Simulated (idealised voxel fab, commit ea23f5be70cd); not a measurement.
Title: Process Module voxel self aligned contacts
Cross-section cut spans 185 nm and uses square cells 5 nm in size.
Bands, listed from the top down, are how a cross-section gets written in this document; the cross-section itself is a grid of square cells, and a band is one or more rows of them. Band: top height; bottom height; in nm. Then, left to right: material with width in nm, for each material. "edge to edge": a single material spanning edge to edge. "blank": empty space. Height reference: 0 = level under which incoming wafer is all one material. Lowest band: no bottom, runs on downward, e.g. "0 nm and below". Think of "30..40" as a width that walks from the first number to the second as you go down the band, top row to bottom row, taking equal-sized steps from row to row. You'll sometimes find "nothing altered" written for a step, and that's the way of saying that nowhere in the cross-section did a cell change during that step. In "Fully sealed cavities" the enclosed voids are listed, meaning empty spaces of 8 cells or larger without any opening to the top. The form is width x height at distance, distance from the left edge, units nm. Note: text after step settings on the step line = simulator remark on that step. overlay nm: step with mask; distance mask lay right of planned place; negative value = left of planned place.
The process steps that were planned are listed below
| 1 | RECEIVE: material Si |
| 2 | CONFORMAL_DEP: material SiO2, thk nm 5 |
| 3 | DIRECTIONAL_DEP: material polySi, thk nm 25 |
| 4 | DIRECTIONAL_DEP: material SiN, thk nm 25 |
| 5 | DIRECTIONAL_DEP: material aC, thk nm 15 |
| 6 | PATTERN: tone cover, mask id GATE, material resist, width nm 30, pitch nm 75, thk nm 30, overlay nm 0 |
| 7 | DIRECTIONAL_ETCH: etch materials aC, depth nm 15 |
| 8 | STRIP: etch materials resist |
| 9 | DIRECTIONAL_ETCH: etch materials SiN, depth nm 25 |
| 10 | DIRECTIONAL_ETCH: etch materials polySi, depth nm 25 |
| 11 | STRIP: etch materials aC |
| 12 | CONFORMAL_DEP: material SiN, thk nm 10 |
| 13 | DIRECTIONAL_ETCH: etch materials SiN, depth nm 10 |
| 14 | FILL_DEP: material SiO2, thk nm 15 |
| 15 | CMP: height nm 60 |
| 16 | MASKED_ETCH: tone open, mask id CONTACT, width nm 55, etch materials SiO2, depth nm 60, overlay nm 0 |
| 17 | CONFORMAL_DEP: material TiN, thk nm 5 |
| 18 | FILL_DEP: material Ru, thk nm 10 |
| 19 | CMP: height nm 60 |
| 20 | CONFORMAL_DEP: material SiCN, thk nm 5 |
Wafer cross-section on receipt, i.e. after step 1
	0 nm and below = Si edge to edge
	Fully sealed cavities: none
This is how the wafer looks in cross-section once the module is done, given the starting state and plan above and one mistake in carrying the plan out
	65 nm to 60 nm = SiCN edge to edge
	60 nm to 55 nm = SiO2 65 nm / TiN 20 nm / Ru 15 nm / TiN 20 nm / SiO2 65 nm
	55 nm to 40 nm = SiO2 30 nm / SiN 50 nm / TiN 5 nm / Ru 15 nm / TiN 5 nm / SiN 50 nm / SiO2 30 nm
	40 nm to 35 nm = SiO2 30 nm / SiN 50 nm / TiN 25 nm / SiN 50 nm / SiO2 30 nm
	35 nm to 30 nm = SiN edge to edge
	30 nm to 5 nm = polySi edge to edge
	5 nm to 0 nm = SiO2 edge to edge
	0 nm and below = Si edge to edge
	Fully sealed cavities: none
Error vs. plan: for step 9, the planned setting was not used; the step was instead run as DIRECTIONAL_ETCH: etch materials SiN, depth nm 20
